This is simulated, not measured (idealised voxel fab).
process module | voxel trench capacitor
cross-section cut | 255 nm wide | cells 5 nm
A cross-section is a grid of square cells, given in bands from the top down. A band is one or more rows of cells.
Each band's line starts with the height of the band's top and of its bottom, in nm. Then come its materials from left to right, each with its width in nm. One material with "throughout" fills the band from edge to edge. "air" is empty space.
Height 0 is the level under which the wafer as received is all one material. The lowest band goes on downwards, as in "0 down".
A width such as "30 to 40" changes by the same amount from each row of cells to the next, from the band's top row to its bottom row.
"no change" after a step means that no cell of the cross-section changed.
closed voids: empty space of 8 cells or more with no open way to the top, each as width x height at its distance from the left edge, in nm
after a step's settings: what the simulator itself notes on the step
overlay nm, on a step with a mask: how far to the right of its planned place the mask lay; to the left if negative
plan
1 op RECEIVE | material Si
2 op CONFORMAL_DEP | material SiN | thk nm 5
3 op PATTERN | tone open | mask id TRENCH | material resist | width nm 25 | pitch nm 40 | thk nm 20 | overlay nm 0
4 op DIRECTIONAL_ETCH | etch materials SiN | depth nm 5
5 op DIRECTIONAL_ETCH | etch materials Si | depth nm 30
6 op STRIP | etch materials resist
7 op CONFORMAL_DEP | material HfO2 | thk nm 5
8 op CONFORMAL_DEP | material TiN | thk nm 5
9 op FILL_DEP | material W | thk nm 5
10 op CMP | height nm 5
first wafer, as planned
as received, after step 1
  0 down: Si throughout
  closed voids: none
after step 2
  5 to 0: SiN throughout
  below 0: unchanged
after step 3
  25 to 5: resist 95 | air 25 | resist 15 | air 25 | resist 95
  below 5: unchanged
after step 4
  25 to 5: resist 95 | air 25 | resist 15 | air 25 | resist 95
  5 to 0: SiN 95 | air 25 | SiN 15 | air 25 | SiN 95
  below 0: unchanged
after step 5
  25 to 5: resist 95 | air 25 | resist 15 | air 25 | resist 95
  5 to 0: SiN 95 | air 25 | SiN 15 | air 25 | SiN 95
  0 to -30: Si 95 | air 25 | Si 15 | air 25 | Si 95
  below -30: unchanged
after step 6
  5 to 0: SiN 95 | air 25 | SiN 15 | air 25 | SiN 95
  below 0: unchanged
after step 7
  10 to 5: HfO2 100 | air 15 | HfO2 25 | air 15 | HfO2 100
  5 to 0: SiN 95 | HfO2 5 | air 15 | HfO2 5 | SiN 15 | HfO2 5 | air 15 | HfO2 5 | SiN 95
  0 to -25: Si 95 | HfO2 5 | air 15 | HfO2 5 | Si 15 | HfO2 5 | air 15 | HfO2 5 | Si 95
  -25 to -30: Si 95 | HfO2 25 | Si 15 | HfO2 25 | Si 95
  below -30: unchanged
after step 8
  15 to 10: TiN 105 | air 5 | TiN 35 | air 5 | TiN 105
  10 to 5: HfO2 100 | TiN 5 | air 5 | TiN 5 | HfO2 25 | TiN 5 | air 5 | TiN 5 | HfO2 100
  5 to 0: SiN 95 | HfO2 5 | TiN 5 | air 5 | TiN 5 | HfO2 5 | SiN 15 | HfO2 5 | TiN 5 | air 5 | TiN 5 | HfO2 5 | SiN 95
  0 to -20: Si 95 | HfO2 5 | TiN 5 | air 5 | TiN 5 | HfO2 5 | Si 15 | HfO2 5 | TiN 5 | air 5 | TiN 5 | HfO2 5 | Si 95
  -20 to -25: Si 95 | HfO2 5 | TiN 15 | HfO2 5 | Si 15 | HfO2 5 | TiN 15 | HfO2 5 | Si 95
  below -25: unchanged
after step 9
  20 to 15: W throughout
  15 to 10: TiN 105 | W 5 | TiN 35 | W 5 | TiN 105
  10 to 5: HfO2 100 | TiN 5 | W 5 | TiN 5 | HfO2 25 | TiN 5 | W 5 | TiN 5 | HfO2 100
  5 to 0: SiN 95 | HfO2 5 | TiN 5 | W 5 | TiN 5 | HfO2 5 | SiN 15 | HfO2 5 | TiN 5 | W 5 | TiN 5 | HfO2 5 | SiN 95
  0 to -20: Si 95 | HfO2 5 | TiN 5 | W 5 | TiN 5 | HfO2 5 | Si 15 | HfO2 5 | TiN 5 | W 5 | TiN 5 | HfO2 5 | Si 95
  below -20: unchanged
after step 10
  5 to 0: SiN 95 | HfO2 5 | TiN 5 | W 5 | TiN 5 | HfO2 5 | SiN 15 | HfO2 5 | TiN 5 | W 5 | TiN 5 | HfO2 5 | SiN 95
  below 0: unchanged
second wafer: like start, like plan, one mistake. Through step 2 it matches the first wafer
when step 3 should have ended
  25 to 5: resist 100 | air 15 | resist 25 | air 15 | resist 100
  below 5: unchanged
when step 4 should have ended
  25 to 5: resist 100 | air 15 | resist 25 | air 15 | resist 100
  5 to 0: SiN 100 | air 15 | SiN 25 | air 15 | SiN 100
  below 0: unchanged
when step 5 should have ended
  25 to 5: resist 100 | air 15 | resist 25 | air 15 | resist 100
  5 to 0: SiN 100 | air 15 | SiN 25 | air 15 | SiN 100
  0 to -30: Si 100 | air 15 | Si 25 | air 15 | Si 100
  below -30: unchanged
when step 6 should have ended
  5 to 0: SiN 100 | air 15 | SiN 25 | air 15 | SiN 100
  below 0: unchanged
when step 7 should have ended
  10 to 5: HfO2 105 | air 5 | HfO2 35 | air 5 | HfO2 105
  5 to 0: SiN 100 | HfO2 5 | air 5 | HfO2 5 | SiN 25 | HfO2 5 | air 5 | HfO2 5 | SiN 100
  0 to -25: Si 100 | HfO2 5 | air 5 | HfO2 5 | Si 25 | HfO2 5 | air 5 | HfO2 5 | Si 100
  -25 to -30: Si 100 | HfO2 15 | Si 25 | HfO2 15 | Si 100
  below -30: unchanged
when step 8 should have ended
  15 to 10: TiN throughout
  10 to 5: HfO2 105 | TiN 5 | HfO2 35 | TiN 5 | HfO2 105
  5 to 0: SiN 100 | HfO2 5 | TiN 5 | HfO2 5 | SiN 25 | HfO2 5 | TiN 5 | HfO2 5 | SiN 100
  0 to -25: Si 100 | HfO2 5 | TiN 5 | HfO2 5 | Si 25 | HfO2 5 | TiN 5 | HfO2 5 | Si 100
  below -25: unchanged
when step 9 should have ended
  20 to 15: W throughout
  below 15: unchanged
when step 10 should have ended
  5 to 0: SiN 100 | HfO2 5 | TiN 5 | HfO2 5 | SiN 25 | HfO2 5 | TiN 5 | HfO2 5 | SiN 100
  below 0: unchanged
what went wrong: step 3 ran as: op PATTERN | tone open | mask id TRENCH | material resist | width nm 15 | pitch nm 40 | thk nm 20 | overlay nm 0
at the end the second wafer has, in cells: 4 fewer of HfO2 | 24 more of Si | 4 more of SiN | 14 fewer of TiN | 10 fewer of W
